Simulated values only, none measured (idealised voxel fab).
Title: Process Module voxel tone inversion
Cross-section cut: width 250 nm, square cells of 5 nm.
When this document writes out a cross-section, it uses a grid of square cells and lists it as bands, beginning at the top and moving down, with a band standing for one or more rows of cells.
Band: top and bottom heights (nm) first, top before bottom; then materials from left to right, widths in nm. "throughout" marks a sole material filling the band edge to edge. "empty" denotes empty space.
Basically, 0 is our baseline, since under it the wafer straight out of the box is all one material. The bottom band has no lower end and keeps on going down, so it looks like "z 0 and below".
So if you see something like "30->40" for the width, read it as the top row of the band sitting at the first number and the bottom row at the second, with every row in between moving by the same amount as the last.
The cross-section has no changed cell in any step marked "changes: none".
"Fully enclosed voids" lists enclosed empty spaces (at least 8 cells, no open path upward to the top), each as width x height at distance from the left edge, in nm.
Post-settings text on a step line: simulator's own remark regarding the step.
"overlay nm" denotes, for a step that has a mask, the displacement of the mask to the right of its planned place, with negative values corresponding to the left.

Below is the list of planned process steps:
| 1 | RECEIVE with material Si |
| 2 | CONFORMAL_DEP with material SiCN, thk nm 5 |
| 3 | DIRECTIONAL_DEP with material polySi, thk nm 20 |
| 4 | PATTERN with tone cover, mask id POSTS, material resist, width nm 25, pitch nm 50, thk nm 25, overlay nm 0 |
| 5 | DIRECTIONAL_ETCH with etch materials polySi, depth nm 20 |
| 6 | STRIP with etch materials resist |
| 7 | FILL_DEP with material lowk, thk nm 5 |
| 8 | CMP with height nm 25 |
| 9 | STRIP with etch materials polySi |
| 10 | CONFORMAL_DEP with material TiN, thk nm 5 |
| 11 | FILL_DEP with material Ru, thk nm 5 |
| 12 | CMP with height nm 25 |
| 13 | CONFORMAL_DEP with material SiCN, thk nm 5 |

Of two wafers, the first: run according to plan:

As received (post step 1): cross-section:
* z 0 and below | Si throughout
* Fully enclosed voids: none

Step 2 done - wafer cross-section:
* z 5 to 0 | SiCN throughout
* Below a height of 0, the structure has not been altered.

Step 3 done - wafer cross-section:
* z 25 to 5 | polySi throughout
* Below a height of 5, the structure has not been altered.

Step 4 done - wafer cross-section:
* z 50 to 25 | empty: 85, resist: 25, empty: 25, resist: 25, empty: 90
* Below a height of 25, the structure has not been altered.

Step 5 done - wafer cross-section:
* z 50 to 25 | empty: 85, resist: 25, empty: 25, resist: 25, empty: 90
* z 25 to 5 | empty: 85, polySi: 25, empty: 25, polySi: 25, empty: 90
* Below a height of 5, the structure has not been altered.

Step 6 done - wafer cross-section:
* z 25 to 5 | empty: 85, polySi: 25, empty: 25, polySi: 25, empty: 90
* Below a height of 5, the structure has not been altered.

Step 7 done - wafer cross-section:
* z 30 to 25 | lowk throughout
* z 25 to 5 | lowk: 85, polySi: 25, lowk: 25, polySi: 25, lowk: 90
* Below a height of 5, the structure has not been altered.

Step 8 done - wafer cross-section:
* z 25 to 5 | lowk: 85, polySi: 25, lowk: 25, polySi: 25, lowk: 90
* Below a height of 5, the structure has not been altered.

Step 9 done - wafer cross-section:
* z 25 to 5 | lowk: 85, empty: 25, lowk: 25, empty: 25, lowk: 90
* Below a height of 5, the structure has not been altered.

Step 10 done - wafer cross-section:
* z 30 to 25 | TiN: 90, empty: 15, TiN: 35, empty: 15, TiN: 95
* z 25 to 10 | lowk: 85, TiN: 5, empty: 15, TiN: 5, lowk: 25, TiN: 5, empty: 15, TiN: 5, lowk: 90
* z 10 to 5 | lowk: 85, TiN: 25, lowk: 25, TiN: 25, lowk: 90
* Below a height of 5, the structure has not been altered.

Step 11 done - wafer cross-section:
* z 35 to 30 | Ru throughout
* z 30 to 25 | TiN: 90, Ru: 15, TiN: 35, Ru: 15, TiN: 95
* z 25 to 10 | lowk: 85, TiN: 5, Ru: 15, TiN: 5, lowk: 25, TiN: 5, Ru: 15, TiN: 5, lowk: 90
* Below a height of 10, the structure has not been altered.

Step 12 done - wafer cross-section:
* z 25 to 10 | lowk: 85, TiN: 5, Ru: 15, TiN: 5, lowk: 25, TiN: 5, Ru: 15, TiN: 5, lowk: 90
* Below a height of 10, the structure has not been altered.

Step 13 done - wafer cross-section:
* z 30 to 25 | SiCN throughout
* Below a height of 25, the structure has not been altered.

The remaining wafer, second of the two, started like the first and was run to the same plan, except that one mistake was made along the way; the two coincide through step 7, inclusive:

Second wafer shown in cross-section at the time step 8 was slated to end:
* z 15 to 5 | lowk: 85, polySi: 25, lowk: 25, polySi: 25, lowk: 90
* Below a height of 5, the structure has not been altered.

Second wafer shown in cross-section at the time step 9 was slated to end:
* z 15 to 5 | lowk: 85, empty: 25, lowk: 25, empty: 25, lowk: 90
* Below a height of 5, the structure has not been altered.

Second wafer shown in cross-section at the time step 10 was slated to end:
* z 20 to 15 | TiN: 90, empty: 15, TiN: 35, empty: 15, TiN: 95
* z 15 to 10 | lowk: 85, TiN: 5, empty: 15, TiN: 5, lowk: 25, TiN: 5, empty: 15, TiN: 5, lowk: 90
* z 10 to 5 | lowk: 85, TiN: 25, lowk: 25, TiN: 25, lowk: 90
* Below a height of 5, the structure has not been altered.

Second wafer shown in cross-section at the time step 11 was slated to end:
* z 25 to 20 | Ru throughout
* z 20 to 15 | TiN: 90, Ru: 15, TiN: 35, Ru: 15, TiN: 95
* z 15 to 10 | lowk: 85, TiN: 5, Ru: 15, TiN: 5, lowk: 25, TiN: 5, Ru: 15, TiN: 5, lowk: 90
* Below a height of 10, the structure has not been altered.

Second wafer shown in cross-section at the time step 12 was slated to end: changes: none

Second wafer shown in cross-section at the time step 13 was slated to end:
* z 30 to 25 | SiCN throughout
* Below a height of 25, the structure has not been altered.
In executing the process, a mistake was made relative to the plan: step 8 was processed under conditions differing from the plan, specifically as CMP with height nm 15
Count the cells at the end and the second wafer has more or fewer of some materials than the first: Ru: 44 more; TiN: 36 more; lowk: 80 fewer
